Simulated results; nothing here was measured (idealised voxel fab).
Process module in this document: voxel self aligned vias
Each square cell in cross-section cut measures 5 nm, and the section as a whole is 290 nm wide.
Cross-section = grid of square cells, listed top down in bands; band = one or more rows. Heads up on the band format: heights come first, top then bottom, in nm. After that it's the materials left to right, each with its width in nm. A single material flagged "all across" fills the whole band edge to edge, and "air" means there's empty space there. Note: height 0 marks the level under which the wafer is uniformly one material as received. Lowest band unbounded below, written "0 down". It should be noted that a width expressed as "30->40" varies in equal increments from row to row of cells within the band, taking the value of the first number at the top row and that of the second number at the bottom row. Step note "nothing got changed" = no cross-section cell changed. So "Unvented voids" is basically the list of trapped voids: any empty space of 8 cells or more that can't reach the top through an opening. They're written width x height at distance, the distance being from the left edge, and it's all nm. Post-settings text on a step line: simulator's own remark regarding the step. "overlay nm" on a masked step: distance the mask lay right of its planned place, negative for left.
This section lists the process steps that were planned:
step 1: op RECEIVE | material Si
step 2: op CONFORMAL_DEP | material SiO2 | thk nm 15
step 3: op CONFORMAL_DEP | material SiCN | thk nm 5
step 4: op DIRECTIONAL_DEP | material SiO2 | thk nm 30
step 5: op DIRECTIONAL_DEP | material aC | thk nm 15
step 6: op PATTERN | tone open | mask id LINES | material resist | width nm 30 | pitch nm 70 | thk nm 30 | overlay nm 0
step 7: op DIRECTIONAL_ETCH | etch materials aC | depth nm 15
step 8: op STRIP | etch materials resist
step 9: op DIRECTIONAL_ETCH | etch materials SiO2 | depth nm 30
step 10: op STRIP | etch materials aC
step 11: op CONFORMAL_DEP | material TiN | thk nm 5
step 12: op FILL_DEP | material W | thk nm 10
step 13: op CMP | height nm 50
step 14: op SELECTIVE_ETCH | etch materials W Ru TiN | depth nm 10
step 15: op FILL_DEP | material SiN | thk nm 5
step 16: op CMP | height nm 50
step 17: op DIRECTIONAL_DEP | material SiO2 | thk nm 15
step 18: op DIRECTIONAL_DEP | material aC | thk nm 15
step 19: op PATTERN | tone open | mask id VIAS | material resist | width nm 50 | pitch nm 70 | thk nm 30 | overlay nm 0
step 20: op DIRECTIONAL_ETCH | etch materials aC | depth nm 15
step 21: op STRIP | etch materials resist
step 22: op DIRECTIONAL_ETCH | etch materials SiO2 | depth nm 15
step 23: op DIRECTIONAL_ETCH | etch materials SiN | depth nm 10
step 24: op STRIP | etch materials aC
step 25: op CONFORMAL_DEP | material TiN | thk nm 5
step 26: op FILL_DEP | material W | thk nm 5
step 27: op CMP | height nm 65
step 28: op CONFORMAL_DEP | material SiCN | thk nm 5
So, the first of our two wafers, run just as we planned it:
Cross-section of the wafer at receipt, which is the condition after step 1:
> 0 down | Si all across
> Unvented voids: none
Cross-section through the wafer, step 2 finished:
> 15 to 0 | SiO2 all across
> Under 0: no change, same as before.
Cross-section through the wafer, step 3 finished:
> 20 to 15 | SiCN all across
> Under 15: no change, same as before.
Cross-section through the wafer, step 4 finished:
> 50 to 20 | SiO2 all across
> Under 20: no change, same as before.
Cross-section through the wafer, step 5 finished:
> 65 to 50 | aC all across
> Under 50: no change, same as before.
Cross-section through the wafer, step 6 finished:
> 95 to 65 | resist: 95; air: 30; resist: 40; air: 30; resist: 95
> Under 65: no change, same as before.
Cross-section through the wafer, step 7 finished:
> 80 to 65 | resist: 95; air: 30; resist: 40; air: 30; resist: 95
> 65 to 50 | aC: 95; air: 30; aC: 40; air: 30; aC: 95
> Under 50: no change, same as before.
Cross-section through the wafer, step 8 finished:
> 65 to 50 | aC: 95; air: 30; aC: 40; air: 30; aC: 95
> Under 50: no change, same as before.
Cross-section through the wafer, step 9 finished:
> 65 to 50 | aC: 95; air: 30; aC: 40; air: 30; aC: 95
> 50 to 20 | SiO2: 95; air: 30; SiO2: 40; air: 30; SiO2: 95
> Under 20: no change, same as before.
Cross-section through the wafer, step 10 finished:
> 50 to 20 | SiO2: 95; air: 30; SiO2: 40; air: 30; SiO2: 95
> Under 20: no change, same as before.
Cross-section through the wafer, step 11 finished:
> 55 to 50 | TiN: 100; air: 20; TiN: 50; air: 20; TiN: 100
> 50 to 25 | SiO2: 95; TiN: 5; air: 20; TiN: 5; SiO2: 40; TiN: 5; air: 20; TiN: 5; SiO2: 95
> 25 to 20 | SiO2: 95; TiN: 30; SiO2: 40; TiN: 30; SiO2: 95
> Under 20: no change, same as before.
Cross-section through the wafer, step 12 finished:
> 65 to 55 | W all across
> 55 to 50 | TiN: 100; W: 20; TiN: 50; W: 20; TiN: 100
> 50 to 25 | SiO2: 95; TiN: 5; W: 20; TiN: 5; SiO2: 40; TiN: 5; W: 20; TiN: 5; SiO2: 95
> Under 25: no change, same as before.
Cross-section through the wafer, step 13 finished:
> 50 to 25 | SiO2: 95; TiN: 5; W: 20; TiN: 5; SiO2: 40; TiN: 5; W: 20; TiN: 5; SiO2: 95
> Under 25: no change, same as before.
Cross-section through the wafer, step 14 finished:
> 50 to 40 | SiO2: 95; air: 30; SiO2: 40; air: 30; SiO2: 95
> Under 40: no change, same as before.
Cross-section through the wafer, step 15 finished:
> 55 to 50 | SiN all across
> 50 to 40 | SiO2: 95; SiN: 30; SiO2: 40; SiN: 30; SiO2: 95
> Under 40: no change, same as before.
Cross-section through the wafer, step 16 finished:
> 50 to 40 | SiO2: 95; SiN: 30; SiO2: 40; SiN: 30; SiO2: 95
> Under 40: no change, same as before.
Cross-section through the wafer, step 17 finished:
> 65 to 50 | SiO2 all across
> Under 50: no change, same as before.
Cross-section through the wafer, step 18 finished:
> 80 to 65 | aC all across
> Under 65: no change, same as before.
Cross-section through the wafer, step 19 finished:
> 110 to 80 | resist: 85; air: 50; resist: 20; air: 50; resist: 85
> Under 80: no change, same as before.
Cross-section through the wafer, step 20 finished:
> 95 to 80 | resist: 85; air: 50; resist: 20; air: 50; resist: 85
> 80 to 65 | aC: 85; air: 50; aC: 20; air: 50; aC: 85
> Under 65: no change, same as before.
Cross-section through the wafer, step 21 finished:
> 80 to 65 | aC: 85; air: 50; aC: 20; air: 50; aC: 85
> Under 65: no change, same as before.
Cross-section through the wafer, step 22 finished:
> 80 to 65 | aC: 85; air: 50; aC: 20; air: 50; aC: 85
> 65 to 50 | SiO2: 85; air: 50; SiO2: 20; air: 50; SiO2: 85
> Under 50: no change, same as before.
Cross-section through the wafer, step 23 finished:
> 80 to 65 | aC: 85; air: 50; aC: 20; air: 50; aC: 85
> 65 to 50 | SiO2: 85; air: 50; SiO2: 20; air: 50; SiO2: 85
> 50 to 40 | SiO2: 95; air: 30; SiO2: 40; air: 30; SiO2: 95
> Under 40: no change, same as before.
Cross-section through the wafer, step 24 finished:
> 65 to 50 | SiO2: 85; air: 50; SiO2: 20; air: 50; SiO2: 85
> Under 50: no change, same as before.
Cross-section through the wafer, step 25 finished:
> 70 to 65 | TiN: 90; air: 40; TiN: 30; air: 40; TiN: 90
> 65 to 55 | SiO2: 85; TiN: 5; air: 40; TiN: 5; SiO2: 20; TiN: 5; air: 40; TiN: 5; SiO2: 85
> 55 to 45 | SiO2: 85->95; TiN: 15->5; air: 20; TiN: 15->5; SiO2: 20->40; TiN: 15->5; air: 20; TiN: 15->5; SiO2: 85->95
> 45 to 40 | SiO2: 95; TiN: 30; SiO2: 40; TiN: 30; SiO2: 95
> Under 40: no change, same as before.
Cross-section through the wafer, step 26 finished:
> 75 to 70 | W all across
> 70 to 65 | TiN: 90; W: 40; TiN: 30; W: 40; TiN: 90
> 65 to 55 | SiO2: 85; TiN: 5; W: 40; TiN: 5; SiO2: 20; TiN: 5; W: 40; TiN: 5; SiO2: 85
> 55 to 45 | SiO2: 85->95; TiN: 15->5; W: 20; TiN: 15->5; SiO2: 20->40; TiN: 15->5; W: 20; TiN: 15->5; SiO2: 85->95
> Under 45: no change, same as before.
Cross-section through the wafer, step 27 finished:
> 65 to 55 | SiO2: 85; TiN: 5; W: 40; TiN: 5; SiO2: 20; TiN: 5; W: 40; TiN: 5; SiO2: 85
> Under 55: no change, same as before.
Cross-section through the wafer, step 28 finished:
> 70 to 65 | SiCN all across
> Under 65: no change, same as before.
For the second wafer, take the first wafer's start and plan, then add one mistake made in running it; everything through step 2, that step included, is shared with the first:
The second wafer in cross-section, at the planned close of step 3: nothing got changed
The second wafer in cross-section, at the planned close of step 4:
> 45 to 0 | SiO2 all across
> Under 0: no change, same as before.
The second wafer in cross-section, at the planned close of step 5:
> 60 to 45 | aC all across
> Under 45: no change, same as before.
The second wafer in cross-section, at the planned close of step 6:
> 90 to 60 | resist: 95; air: 30; resist: 40; air: 30; resist: 95
> Under 60: no change, same as before.
The second wafer in cross-section, at the planned close of step 7:
> 75 to 60 | resist: 95; air: 30; resist: 40; air: 30; resist: 95
> 60 to 45 | aC: 95; air: 30; aC: 40; air: 30; aC: 95
> Under 45: no change, same as before.
The second wafer in cross-section, at the planned close of step 8:
> 60 to 45 | aC: 95; air: 30; aC: 40; air: 30; aC: 95
> Under 45: no change, same as before.
The second wafer in cross-section, at the planned close of step 9:
> 60 to 45 | aC: 95; air: 30; aC: 40; air: 30; aC: 95
> 45 to 15 | SiO2: 95; air: 30; SiO2: 40; air: 30; SiO2: 95
> Under 15: no change, same as before.
The second wafer in cross-section, at the planned close of step 10:
> 45 to 15 | SiO2: 95; air: 30; SiO2: 40; air: 30; SiO2: 95
> Under 15: no change, same as before.
The second wafer in cross-section, at the planned close of step 11:
> 50 to 45 | TiN: 100; air: 20; TiN: 50; air: 20; TiN: 100
> 45 to 20 | SiO2: 95; TiN: 5; air: 20; TiN: 5; SiO2: 40; TiN: 5; air: 20; TiN: 5; SiO2: 95
> 20 to 15 | SiO2: 95; TiN: 30; SiO2: 40; TiN: 30; SiO2: 95
> Under 15: no change, same as before.
The second wafer in cross-section, at the planned close of step 12:
> 60 to 50 | W all across
> 50 to 45 | TiN: 100; W: 20; TiN: 50; W: 20; TiN: 100
> 45 to 20 | SiO2: 95; TiN: 5; W: 20; TiN: 5; SiO2: 40; TiN: 5; W: 20; TiN: 5; SiO2: 95
> Under 20: no change, same as before.
The second wafer in cross-section, at the planned close of step 13:
> 50 to 45 | TiN: 100; W: 20; TiN: 50; W: 20; TiN: 100
> Under 45: no change, same as before.
The second wafer in cross-section, at the planned close of step 14:
> 45 to 40 | SiO2: 95; air: 30; SiO2: 40; air: 30; SiO2: 95
> Under 40: no change, same as before.
The second wafer in cross-section, at the planned close of step 15:
> 50 to 45 | SiN all across
> 45 to 40 | SiO2: 95; SiN: 30; SiO2: 40; SiN: 30; SiO2: 95
> Under 40: no change, same as before.
The second wafer in cross-section, at the planned close of step 16: nothing got changed
The second wafer in cross-section, at the planned close of step 17:
> 65 to 50 | SiO2 all across
> Under 50: no change, same as before.
The second wafer in cross-section, at the planned close of step 18:
> 80 to 65 | aC all across
> Under 65: no change, same as before.
The second wafer in cross-section, at the planned close of step 19:
> 110 to 80 | resist: 85; air: 50; resist: 20; air: 50; resist: 85
> Under 80: no change, same as before.
The second wafer in cross-section, at the planned close of step 20:
> 95 to 80 | resist: 85; air: 50; resist: 20; air: 50; resist: 85
> 80 to 65 | aC: 85; air: 50; aC: 20; air: 50; aC: 85
> Under 65: no change, same as before.
The second wafer in cross-section, at the planned close of step 21:
> 80 to 65 | aC: 85; air: 50; aC: 20; air: 50; aC: 85
> Under 65: no change, same as before.
The second wafer in cross-section, at the planned close of step 22:
> 80 to 65 | aC: 85; air: 50; aC: 20; air: 50; aC: 85
> 65 to 50 | SiO2: 85; air: 50; SiO2: 20; air: 50; SiO2: 85
> Under 50: no change, same as before.
The second wafer in cross-section, at the planned close of step 23:
> 80 to 65 | aC: 85; air: 50; aC: 20; air: 50; aC: 85
> 65 to 50 | SiO2: 85; air: 50; SiO2: 20; air: 50; SiO2: 85
> 50 to 45 | SiN: 85; air: 50; SiN: 20; air: 50; SiN: 85
> 45 to 40 | SiO2: 95; air: 30; SiO2: 40; air: 30; SiO2: 95
> Under 40: no change, same as before.
The second wafer in cross-section, at the planned close of step 24:
> 65 to 50 | SiO2: 85; air: 50; SiO2: 20; air: 50; SiO2: 85
> Under 50: no change, same as before.
The second wafer in cross-section, at the planned close of step 25:
> 70 to 65 | TiN: 90; air: 40; TiN: 30; air: 40; TiN: 90
> 65 to 50 | SiO2: 85; TiN: 5; air: 40; TiN: 5; SiO2: 20; TiN: 5; air: 40; TiN: 5; SiO2: 85
> 50 to 45 | SiN: 85; TiN: 15; air: 20; TiN: 15; SiN: 20; TiN: 15; air: 20; TiN: 15; SiN: 85
> 45 to 40 | SiO2: 95; TiN: 30; SiO2: 40; TiN: 30; SiO2: 95
> Under 40: no change, same as before.
The second wafer in cross-section, at the planned close of step 26:
> 75 to 70 | W all across
> 70 to 65 | TiN: 90; W: 40; TiN: 30; W: 40; TiN: 90
> 65 to 50 | SiO2: 85; TiN: 5; W: 40; TiN: 5; SiO2: 20; TiN: 5; W: 40; TiN: 5; SiO2: 85
> 50 to 45 | SiN: 85; TiN: 15; W: 20; TiN: 15; SiN: 20; TiN: 15; W: 20; TiN: 15; SiN: 85
> Under 45: no change, same as before.
The second wafer in cross-section, at the planned close of step 27:
> 65 to 50 | SiO2: 85; TiN: 5; W: 40; TiN: 5; SiO2: 20; TiN: 5; W: 40; TiN: 5; SiO2: 85
> Under 50: no change, same as before.
The second wafer in cross-section, at the planned close of step 28:
> 70 to 65 | SiCN all across
> Under 65: no change, same as before.
Where did the run depart from the plan? skipped: plan step 3 (never run)
Looking at both finished wafers in cells, the second ends up ahead of or behind the first on some materials: SiCN: 58 fewer | SiN: 38 more | TiN: 4 more | W: 16 more
